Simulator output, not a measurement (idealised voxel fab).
Module name: voxel self aligned vias (process module)
The figure presents cross-section cut, which has a width of 165 nm and is divided into square cells with an edge length of 5 nm.
Format of a cross-section: grid, square cells. Given as bands. Order: top down. Band: one or more rows of cells.
Band: top height; bottom height; in nm. Then, left to right: material with width in nm, for each material. "edge to edge": a single material spanning edge to edge. "air": empty space.
Height is counted from the level 0, under which the received wafer is composed throughout of one material. The lowest of the bands is not closed at the bottom but continues downward, in the notation "z 0 and below".
When a width is written as two numbers, as in "30..40", the first number is the width in the top row of cells of the band and the second is the width in its bottom row, and the width changes by the same amount from each row to the next.
Given "identical to before" for a step, no cell of the cross-section differs between before and after that step.
"Listed closed voids" enumerates empty spaces isolated from the top, with no open way to it, that contain at least 8 cells, giving each as width x height at distance from the left edge, all three in nm.
Step line, after settings: the simulator's comment on this step.
overlay nm: mask right of planned place by this much (step with mask). Neg. = left.
**This section lists the process steps that were planned**
1: RECEIVE: material Si
2: CONFORMAL_DEP: material SiO2, thk nm 10
3: CONFORMAL_DEP: material SiCN, thk nm 5
4: DIRECTIONAL_DEP: material lowk, thk nm 25
5: PATTERN: tone open, mask id LINES, material resist, width nm 20, pitch nm 70, thk nm 15, overlay nm 0
6: DIRECTIONAL_ETCH: etch materials lowk, depth nm 25
7: STRIP: etch materials resist
8: CONFORMAL_DEP: material TiN, thk nm 5
9: FILL_DEP: material Ru, thk nm 10
10: CMP: height nm 40
11: SELECTIVE_ETCH: etch materials W Ru TiN, depth nm 10
12: FILL_DEP: material SiN, thk nm 10
13: CMP: height nm 40
14: DIRECTIONAL_DEP: material lowk, thk nm 20
15: MASKED_ETCH: tone open, mask id VIAS, width nm 40, etch materials lowk, depth nm 20, overlay nm 0
16: MASKED_ETCH: tone open, mask id VIAS, width nm 40, etch materials SiN, depth nm 10, overlay nm 0
17: CONFORMAL_DEP: material TiN, thk nm 5
18: FILL_DEP: material Ru, thk nm 5
19: CMP: height nm 60
20: CONFORMAL_DEP: material SiCN, thk nm 5
**So this is the incoming wafer in cross-section - it's already been through step 1**
  z 0 and below  Si edge to edge
  Listed closed voids: none
**Module complete, cross-section. Starting point and plan per above. One mistake made in running the module**
  z 65 to 60  SiCN edge to edge
  z 60 to 45  25 nm lowk, then 5 nm TiN, then 30 nm Ru, then 5 nm TiN, then 100 nm lowk
  z 45 to 40  25 nm lowk, then 25 nm TiN, then 10 nm Ru, then 5 nm TiN, then 100 nm lowk
  z 40 to 35  45 nm lowk, then 5 nm TiN, then 10 nm Ru, then 5 nm TiN, then 50 nm lowk, then 20 nm SiN, then 30 nm lowk
  z 35 to 30  45 nm lowk, then 20 nm TiN, then 50 nm lowk, then 20 nm SiN, then 30 nm lowk
  z 30 to 20  45 nm lowk, then 5 nm TiN, then 10 nm Ru, then 5 nm TiN, then 50 nm lowk, then 5 nm TiN, then 10 nm Ru, then 5 nm TiN, then 30 nm lowk
  z 20 to 15  45 nm lowk, then 20 nm TiN, then 50 nm lowk, then 20 nm TiN, then 30 nm lowk
  z 15 to 10  SiCN edge to edge
  z 10 to 0  SiO2 edge to edge
  z 0 and below  Si edge to edge
  Listed closed voids: none
So what did we get wrong on this run? step 5 ran with different settings than intended, the actual operation and settings being PATTERN: tone open, mask id LINES, material resist, width nm 20, pitch nm 70, thk nm 15, overlay nm 10
